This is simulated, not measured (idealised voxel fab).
process module | voxel lift off
cross-section cut | 190 nm wide | cells 5 nm
A cross-section is a grid of square cells, given in bands from the top down. A band is one or more rows of cells.
Each band's line starts with the height of the band's top and of its bottom, in nm. Then come its materials from left to right, each with its width in nm. One material with "throughout" fills the band from edge to edge. "air" is empty space.
Height 0 is the level under which the wafer as received is all one material. The lowest band goes on downwards, as in "0 down".
A width such as "30 to 40" changes by the same amount from each row of cells to the next, from the band's top row to its bottom row.
"no change" after a step means that no cell of the cross-section changed.
closed voids: empty space of 8 cells or more with no open way to the top, each as width x height at its distance from the left edge, in nm
after a step's settings: what the simulator itself notes on the step
overlay nm, on a step with a mask: how far to the right of its planned place the mask lay; to the left if negative
plan
1 op RECEIVE | material Si
2 op CONFORMAL_DEP | material Al2O3 | thk nm 5
3 op PATTERN | tone open | mask id LINES | material resist | width nm 30 | pitch nm 55 | thk nm 20 | overlay nm -15
4 op DIRECTIONAL_DEP | material Ru | thk nm 10
5 op STRIP | etch materials resist
6 op CONFORMAL_DEP | material SiCN | thk nm 5
varied across the wafers: overlay nm of step 3. The plan shows the first wafer's value. All wafers start alike
first wafer as received, after step 1
  0 down: Si throughout
  closed voids: none
first wafer at the end, after step 6
  20 to 15: air 30 | SiCN 40 | air 15 | SiCN 40 | air 65
  15 to 10: air 30 | SiCN 5 | Ru 30 | SiCN 5 | air 15 | SiCN 5 | Ru 30 | SiCN 5 | air 65
  10 to 5: SiCN 35 | Ru 30 | SiCN 25 | Ru 30 | SiCN 70
  5 to 0: Al2O3 throughout
  0 down: Si throughout
  closed voids: none
last wafer at the end
  20 to 15: air 60 | SiCN 40 | air 15 | SiCN 40 | air 35
  15 to 10: air 60 | SiCN 5 | Ru 30 | SiCN 5 | air 15 | SiCN 5 | Ru 30 | SiCN 5 | air 35
  10 to 5: SiCN 65 | Ru 30 | SiCN 25 | Ru 30 | SiCN 40
  5 to 0: Al2O3 throughout
  0 down: Si throughout
  closed voids: none
each wafer at the end: cells of each material gained (+) or lost (-) since it was received, then its closed voids
overlay nm -15 | +38 Al2O3 | +24 Ru | +46 SiCN | closed voids: none
overlay nm -10 | +38 Al2O3 | +24 Ru | +46 SiCN | closed voids: none
overlay nm -5 | +38 Al2O3 | +24 Ru | +46 SiCN | closed voids: none
overlay nm 0 | +38 Al2O3 | +24 Ru | +46 SiCN | closed voids: none
overlay nm 5 | +38 Al2O3 | +24 Ru | +46 SiCN | closed voids: none
overlay nm 10 | +38 Al2O3 | +24 Ru | +46 SiCN | closed voids: none
overlay nm 15 | +38 Al2O3 | +24 Ru | +46 SiCN | closed voids: none
